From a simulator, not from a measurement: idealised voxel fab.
Process module heading - voxel ribs on slabs
The cross-section on display is named cut; it measures 240 nm wide, and its cells are 5 nm squares.
Cross-section spec: square-cell grid; bands listed top down; each band is one or more rows.
Top height, bottom height, nm. Materials left to right, width each, nm. Single material + "all across" = fills band edge to edge. "empty" = empty.
Counting heights begins at 0, where everything beneath is, in the wafer as received, one material. The lowest band has no bottom; it goes on downwards, as "0 down" shows.
It should be noted that a width expressed as "30..40" varies in equal increments from row to row of cells within the band, taking the value of the first number at the top row and that of the second number at the bottom row.
"nothing different", as given for a step, is the statement that not any cell of the cross-section underwent a change during that step.
If an empty space has no open way to the top and is at least 8 cells in size, "Completely sealed voids" lists it, written width x height at distance, where distance is measured from the left edge and every value is in nm.
Anything after a step's settings on that line? It's the simulator's own note about the step.
overlay nm: where the mask lay relative to plan, measured to the right, on steps with a mask; negatives go left.

### The following list gives the planned process steps
1: RECEIVE,material Si
2: DIRECTIONAL_DEP,material SiO2,thk nm 30
3: DIRECTIONAL_DEP,material SiN,thk nm 25
4: MASKED_ETCH,tone cover,mask id RIB,width nm 30,etch materials SiN,depth nm 20,overlay nm 0
5: PATTERN,tone cover,mask id SLAB,material resist,width nm 80,thk nm 20,overlay nm 0
6: DIRECTIONAL_ETCH,etch materials SiN,depth nm 5
7: STRIP,etch materials resist
8: FILL_DEP,material SiO2,thk nm 20
9: CMP,height nm 65
10: DIRECTIONAL_DEP,material TiN,thk nm 5
11: MASKED_ETCH,tone cover,mask id HEATER,width nm 40,etch materials TiN,depth nm 5,overlay nm 0
12: CONFORMAL_DEP,material SiO2,thk nm 10

### This is the cross-section of the wafer as we received it, i.e. after step 1
> 0 down | Si all across
> Completely sealed voids: none

### Result of the module, cross-sectioned: start per above, plan per above, one error in how it was run
> 80 to 75 | 95 nm empty; 60 nm SiO2; 85 nm empty
> 75 to 70 | SiO2 all across
> 70 to 65 | 105 nm SiO2; 40 nm TiN; 95 nm SiO2
> 65 to 55 | SiO2 all across
> 55 to 35 | 105 nm SiO2; 30 nm SiN; 105 nm SiO2
> 35 to 30 | 80 nm SiO2; 80 nm SiN; 80 nm SiO2
> 30 to 0 | SiO2 all across
> 0 down | Si all across
> Completely sealed voids: none
Deviation from plan: contrary to plan, step 11 was performed as MASKED_ETCH,tone cover,mask id HEATER,width nm 40,etch materials TiN,depth nm 5,overlay nm 5
